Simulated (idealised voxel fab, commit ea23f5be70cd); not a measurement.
Herein follows the process module entitled voxel wiring stack.
In the cross-section labelled cut, the width is 195 nm and each square cell is 5 nm.
This document writes a cross-section as a grid whose cells are square, and gives it as bands, listed from the top down; one or more rows of cells form a band. In this notation a band is specified by the heights of its top and bottom, in that order and in nm, after which its materials appear from left to right, each paired with its width in nm. The word "everywhere" attached to a single material means that material fills the band from edge to edge; the word "air" stands for empty space. A quick word on heights: they are counted from 0, and under that level the wafer as it came to us is one material throughout. The lowest band is different from the rest in having no bottom; it simply continues downward, written as in "0 and below". A width given as "30 to 40" starts at the first number in the band's top row and ends at the second number in its bottom row, shifting by an equal amount at every step from row to row. Where the words "stayed the same" appear for a step, the cross-section shows no cell changed by that step; every cell remained as before. Under "Enclosed void entries" you'll find the enclosed gaps, the ones with no way out to the top, that are 8 cells or bigger; each reads width x height at distance, with distance counted from the left edge, everything in nm. If you see something after the settings on a step's line, that's the simulator's own remark about that step. overlay nm, on a step with a mask: how far to the right of its planned place the mask lay; to the left if negative.
### Listed below are the process steps as planned
| 1 | RECEIVE | material Si |
| 2 | CONFORMAL_DEP | material SiO2 | thk nm 15 |
| 3 | DIRECTIONAL_DEP | material TiN | thk nm 5 |
| 4 | DIRECTIONAL_DEP | material Ru | thk nm 15 |
| 5 | PATTERN | tone cover | mask id METAL_1 | material resist | width nm 30 | pitch nm 45 | thk nm 20 | overlay nm 0 |
| 6 | DIRECTIONAL_ETCH | etch materials Ru | depth nm 15 |
| 7 | DIRECTIONAL_ETCH | etch materials TiN | depth nm 5 |
| 8 | STRIP | etch materials resist |
| 9 | CONFORMAL_DEP | material SiCN | thk nm 5 |
| 10 | FILL_DEP | material SiO2 | thk nm 5 |
| 11 | CMP | height nm 35 |
| 12 | CONFORMAL_DEP | material SiCN | thk nm 5 |
| 13 | DIRECTIONAL_DEP | material SiO2 | thk nm 20 |
| 14 | PATTERN | tone open | mask id PLUG_1 | material resist | width nm 15 | pitch nm 90 | thk nm 15 | overlay nm 0 |
| 15 | DIRECTIONAL_ETCH | etch materials SiO2 | depth nm 20 |
| 16 | DIRECTIONAL_ETCH | etch materials SiCN | depth nm 5 |
| 17 | STRIP | etch materials resist |
| 18 | EPI | material Ru | thk nm 10 |
| 19 | EPI | material Ru | thk nm 10 |
| 20 | EPI | material Ru | thk nm 5 |
| 21 | DIRECTIONAL_DEP | material TiN | thk nm 5 |
| 22 | DIRECTIONAL_DEP | material Ru | thk nm 20 |
| 23 | MASKED_ETCH | tone cover | mask id METAL_2 | width nm 30 | pitch nm 45 | etch materials Ru | depth nm 20 | overlay nm 0 |
| 24 | MASKED_ETCH | tone cover | mask id METAL_2 | width nm 30 | pitch nm 45 | etch materials TiN | depth nm 5 | overlay nm 0 |
| 25 | FILL_DEP | material SiO2 | thk nm 10 |
| 26 | CMP | height nm 85 |
| 27 | CONFORMAL_DEP | material SiN | thk nm 5 |
### Cross-section of the incoming wafer, state after step 1
  0 and below: Si everywhere
  Enclosed void entries: none
### First wafer of two, sectioned at end of module; run went per plan
  90 down to 85: SiN everywhere
  85 down to 65: SiO2 15 nm, then Ru 30 nm, then SiO2 15 nm, then Ru 30 nm, then SiO2 15 nm, then Ru 30 nm, then SiO2 15 nm, then Ru 30 nm, then SiO2 15 nm
  65 down to 60: SiO2 15 nm, then TiN 30 nm, then SiO2 15 nm, then TiN 30 nm, then SiO2 15 nm, then TiN 30 nm, then SiO2 15 nm, then TiN 30 nm, then SiO2 15 nm
  60 down to 40: SiO2 15 nm, then Ru 15 nm, then SiO2 75 nm, then Ru 15 nm, then SiO2 75 nm
  40 down to 35: SiCN 15 nm, then Ru 15 nm, then SiCN 75 nm, then Ru 15 nm, then SiCN 75 nm
  35 down to 20: SiO2 10 nm, then SiCN 5 nm, then Ru 30 nm, then SiCN 5 nm, then SiO2 5 nm, then SiCN 5 nm, then Ru 30 nm, then SiCN 5 nm, then SiO2 5 nm, then SiCN 5 nm, then Ru 30 nm, then SiCN 5 nm, then SiO2 5 nm, then SiCN 5 nm, then Ru 30 nm, then SiCN 5 nm, then SiO2 10 nm
  20 down to 15: SiCN 15 nm, then TiN 30 nm, then SiCN 15 nm, then TiN 30 nm, then SiCN 15 nm, then TiN 30 nm, then SiCN 15 nm, then TiN 30 nm, then SiCN 15 nm
  15 down to 0: SiO2 everywhere
  0 and below: Si everywhere
  Enclosed void entries: none
### End of module, second wafer, cross-section. Started like the first, planned like the first, run with one mistake
  90 down to 85: SiN everywhere
  85 down to 65: SiO2 everywhere
  65 down to 60: TiN everywhere
  60 down to 40: SiO2 15 nm, then Ru 15 nm, then SiO2 75 nm, then Ru 15 nm, then SiO2 75 nm
  40 down to 35: SiCN 15 nm, then Ru 15 nm, then SiCN 75 nm, then Ru 15 nm, then SiCN 75 nm
  35 down to 20: SiO2 10 nm, then SiCN 5 nm, then Ru 30 nm, then SiCN 5 nm, then SiO2 5 nm, then SiCN 5 nm, then Ru 30 nm, then SiCN 5 nm, then SiO2 5 nm, then SiCN 5 nm, then Ru 30 nm, then SiCN 5 nm, then SiO2 5 nm, then SiCN 5 nm, then Ru 30 nm, then SiCN 5 nm, then SiO2 10 nm
  20 down to 15: SiCN 15 nm, then TiN 30 nm, then SiCN 15 nm, then TiN 30 nm, then SiCN 15 nm, then TiN 30 nm, then SiCN 15 nm, then TiN 30 nm, then SiCN 15 nm
  15 down to 0: SiO2 everywhere
  0 and below: Si everywhere
  Enclosed void entries: none
Which mistake was made when the wafer was run? step 22 deviated from plan and actually ran as DIRECTIONAL_DEP | material SiO2 | thk nm 20
Final wafer comparison in cells, second versus first, more or fewer per material: 96 fewer of Ru | 81 more of SiO2 | 15 more of TiN
